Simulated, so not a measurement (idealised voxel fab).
Herein follows the process module entitled voxel self aligned vias.
Displayed cross-section: cut, width of 285 nm, square cells sized 5 nm.
Just so we're on the same page, the cross-sections are grids of square cells, and they're listed out in bands top to bottom, each band one or more rows deep.
Heights first: top, then bottom, in nm. Then materials, left to right, each with a width in nm. "edge to edge" on a single material: fills the band edge to edge. "empty": empty space.
Heights are expressed relative to 0, this being the level below which the as-received wafer comprises one material exclusively. The lowest band is unbounded in the downward direction and is denoted as in "top 0, no bottom".
With a width like "30..40", each row of cells in the band differs from the next by the same amount, the top row carrying the first number and the bottom row the second.
No cell of the cross-section changed in a step that is given as "remained the same".
Closed-off voids: empty space of 8 cells or more with no open way to the top, each as width x height at its distance from the left edge, in nm
Whatever follows a step's settings on its line is a remark the simulator itself makes about that step.
Each step line may optionally specify "overlay nm", which for a step with a mask gives the rightward distance between the mask's planned place and where it lay, a negative value indicating the leftward direction.

**Steps in the process plan**
1) RECEIVE [material Si]
2) CONFORMAL_DEP [material SiO2] [thk nm 15]
3) CONFORMAL_DEP [material SiCN] [thk nm 5]
4) DIRECTIONAL_DEP [material lowk] [thk nm 30]
5) DIRECTIONAL_DEP [material aC] [thk nm 10]
6) PATTERN [tone open] [mask id LINES] [material resist] [width nm 20] [pitch nm 60] [thk nm 30] [overlay nm 0]
7) DIRECTIONAL_ETCH [etch materials aC] [depth nm 10]
8) STRIP [etch materials resist]
9) DIRECTIONAL_ETCH [etch materials lowk] [depth nm 30]
10) STRIP [etch materials aC]
11) CONFORMAL_DEP [material TiN] [thk nm 5]
12) FILL_DEP [material W] [thk nm 10]
13) CMP [height nm 50]
14) SELECTIVE_ETCH [etch materials W Ru TiN] [depth nm 10]
15) FILL_DEP [material SiN] [thk nm 10]
16) CMP [height nm 50]
17) DIRECTIONAL_DEP [material lowk] [thk nm 15]
18) PATTERN [tone open] [mask id VIAS] [material resist] [width nm 40] [thk nm 15] [overlay nm 0]
19) DIRECTIONAL_ETCH [etch materials lowk] [depth nm 15]
20) DIRECTIONAL_ETCH [etch materials SiN] [depth nm 10]
21) STRIP [etch materials resist]
22) CONFORMAL_DEP [material TiN] [thk nm 5]
23) FILL_DEP [material W] [thk nm 5]
24) CMP [height nm 65]
25) CONFORMAL_DEP [material SiN] [thk nm 5]

**Cross-section of the wafer at receipt, which is the condition after step 1**
> top 0, no bottom = Si edge to edge
> Closed-off voids: none

**Wafer cross-section at module end: first of two, run to plan**
> top 70, bottom 65 = SiN edge to edge
> top 65, bottom 55 = lowk=90, TiN=5, W=30, TiN=5, lowk=155
> top 55, bottom 50 = lowk=90, TiN=15, W=10, TiN=15, lowk=155
> top 50, bottom 45 = lowk=100, TiN=5, W=10, TiN=5, lowk=40, SiN=20, lowk=105
> top 45, bottom 40 = lowk=100, TiN=20, lowk=40, SiN=20, lowk=105
> top 40, bottom 25 = lowk=100, TiN=5, W=10, TiN=5, lowk=40, TiN=5, W=10, TiN=5, lowk=105
> top 25, bottom 20 = lowk=100, TiN=20, lowk=40, TiN=20, lowk=105
> top 20, bottom 15 = SiCN edge to edge
> top 15, bottom 0 = SiO2 edge to edge
> top 0, no bottom = Si edge to edge
> Closed-off voids: none

**Now the second wafer, cross-sectioned at the end of the module. Nothing different at the start, nothing different in the plan compared with the first, just one mistake when it was actually run**
> top 70, bottom 65 = SiN edge to edge
> top 65, bottom 50 = lowk=90, TiN=5, W=30, TiN=5, lowk=155
> top 50, bottom 45 = SiN=90, TiN=5, W=30, TiN=5, SiN=155
> top 45, bottom 40 = SiN=90, TiN=40, SiN=155
> top 40, bottom 35 = TiN=105, W=10, TiN=50, W=10, TiN=110
> top 35, bottom 10 = lowk=100, TiN=5, W=10, TiN=5, lowk=40, TiN=5, W=10, TiN=5, lowk=105
> top 10, bottom 5 = lowk=100, TiN=20, lowk=40, TiN=20, lowk=105
> top 5, bottom 0 = SiCN edge to edge
> top 0, no bottom = Si edge to edge
> Closed-off voids: none
Error vs. plan: heads up, step 2 of the plan was skipped and never actually ran
Heads up, by the end the second wafer has more or fewer cells of some materials compared to the first: SiN +90 | SiO2 -171 | TiN +61 | W +20
